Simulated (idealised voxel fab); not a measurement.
This section sets out a process module, namely voxel released beams.
Section shown: cut. Width: 210 nm. Cell size: 5 nm, square.
Cross-section, as written here: a square-cell grid given band by band from the top down, where a band holds one or more rows of cells. Band entry format. Leading values: height of top, height of bottom, nm. Remainder: materials in left-to-right order, each with its width in nm. Special words: "throughout" on a single material, which then fills the band edge to edge; "blank", empty space. The reference from which all heights are counted is 0, the level beneath which the as-received wafer is entirely one material; the lowest band, having no lower bound, proceeds downward and is written after the example "top 0, no bottom". A two-number width, for instance "30->40", indicates that the width is equal to the first number in the top row of the band and to the second number in the bottom row, and that it changes by a constant amount per row of cells. "no alteration" after a step means that no cell of the cross-section changed. Listed in "Tabulated closed voids": every empty space of 8 or more cells without an open way to the top. Form: width x height at distance, the distance being from the left edge, all in nm. If you see something after the settings on a step's line, that's the simulator's own remark about that step. overlay nm: right-of-plan distance of the mask on a masked step; negative values mean left-of-plan.

# plan
1) RECEIVE [material Si]
2) CONFORMAL_DEP [material SiN] [thk nm 10]
3) DIRECTIONAL_DEP [material SiO2] [thk nm 10]
4) PATTERN [tone open] [mask id ANCHOR] [material resist] [width nm 45] [thk nm 20] [overlay nm 0]
5) DIRECTIONAL_ETCH [etch materials SiO2] [depth nm 10]
6) STRIP [etch materials resist]
7) CONFORMAL_DEP [material W] [thk nm 15]
8) PATTERN [tone cover] [mask id BEAM] [material resist] [width nm 115] [thk nm 15] [overlay nm 0]
9) DIRECTIONAL_ETCH [etch materials W] [depth nm 15]
10) STRIP [etch materials resist]
11) STRIP [etch materials SiO2]

# First of two wafers, processed according to plan

# As received (post step 1): cross-section
> top 0, no bottom: Si throughout
> Tabulated closed voids: none

# How the wafer stands in section after step 2
> top 10, bottom 0: SiN throughout
> Everything below 0 is unchanged.

# How the wafer stands in section after step 3
> top 20, bottom 10: SiO2 throughout
> Everything below 10 is unchanged.

# How the wafer stands in section after step 4
> top 40, bottom 20: resist (50) / blank (45) / resist (115)
> Everything below 20 is unchanged.

# How the wafer stands in section after step 5
> top 40, bottom 20: resist (50) / blank (45) / resist (115)
> top 20, bottom 10: SiO2 (50) / blank (45) / SiO2 (115)
> Everything below 10 is unchanged.

# How the wafer stands in section after step 6
> top 20, bottom 10: SiO2 (50) / blank (45) / SiO2 (115)
> Everything below 10 is unchanged.

# How the wafer stands in section after step 7
> top 35, bottom 25: W (65) / blank (15) / W (130)
> top 25, bottom 20: W throughout
> top 20, bottom 10: SiO2 (50) / W (45) / SiO2 (115)
> Everything below 10 is unchanged.

# How the wafer stands in section after step 8
> top 50, bottom 35: blank (45) / resist (115) / blank (50)
> top 35, bottom 25: W (65) / resist (15) / W (130)
> Everything below 25 is unchanged.

# How the wafer stands in section after step 9
> top 50, bottom 35: blank (45) / resist (115) / blank (50)
> top 35, bottom 25: blank (45) / W (20) / resist (15) / W (80) / blank (50)
> top 25, bottom 20: blank (45) / W (115) / blank (50)
> Everything below 20 is unchanged.

# How the wafer stands in section after step 10
> top 35, bottom 25: blank (45) / W (20) / blank (15) / W (80) / blank (50)
> Everything below 25 is unchanged.

# How the wafer stands in section after step 11
> top 35, bottom 25: blank (45) / W (20) / blank (15) / W (80) / blank (50)
> top 25, bottom 20: blank (45) / W (115) / blank (50)
> top 20, bottom 10: blank (50) / W (45) / blank (115)
> Everything below 10 is unchanged.

# Regarding the second of the two wafers: it shared the first wafer's starting condition and process plan, yet one error occurred during its execution. Its history coincides with that of the first wafer up to and including step 6

# Second wafer: cross-section at the scheduled end of step 7
> top 45, bottom 20: W throughout
> top 20, bottom 10: SiO2 (50) / W (45) / SiO2 (115)
> Everything below 10 is unchanged.

# Second wafer: cross-section at the scheduled end of step 8
> top 60, bottom 45: blank (45) / resist (115) / blank (50)
> Everything below 45 is unchanged.

# Second wafer: cross-section at the scheduled end of step 9
> top 60, bottom 45: blank (45) / resist (115) / blank (50)
> top 45, bottom 30: blank (45) / W (115) / blank (50)
> Everything below 30 is unchanged.

# Second wafer: cross-section at the scheduled end of step 10
> top 45, bottom 30: blank (45) / W (115) / blank (50)
> Everything below 30 is unchanged.

Second wafer: cross-section at the scheduled end of step 11: no alteration
Nonconformance to the process plan: step 7: run off-plan, actual operation and settings CONFORMAL_DEP [material W] [thk nm 25]
Final cells, second wafer relative to first, materials higher or lower: 66 more of SiO2; 90 more of W
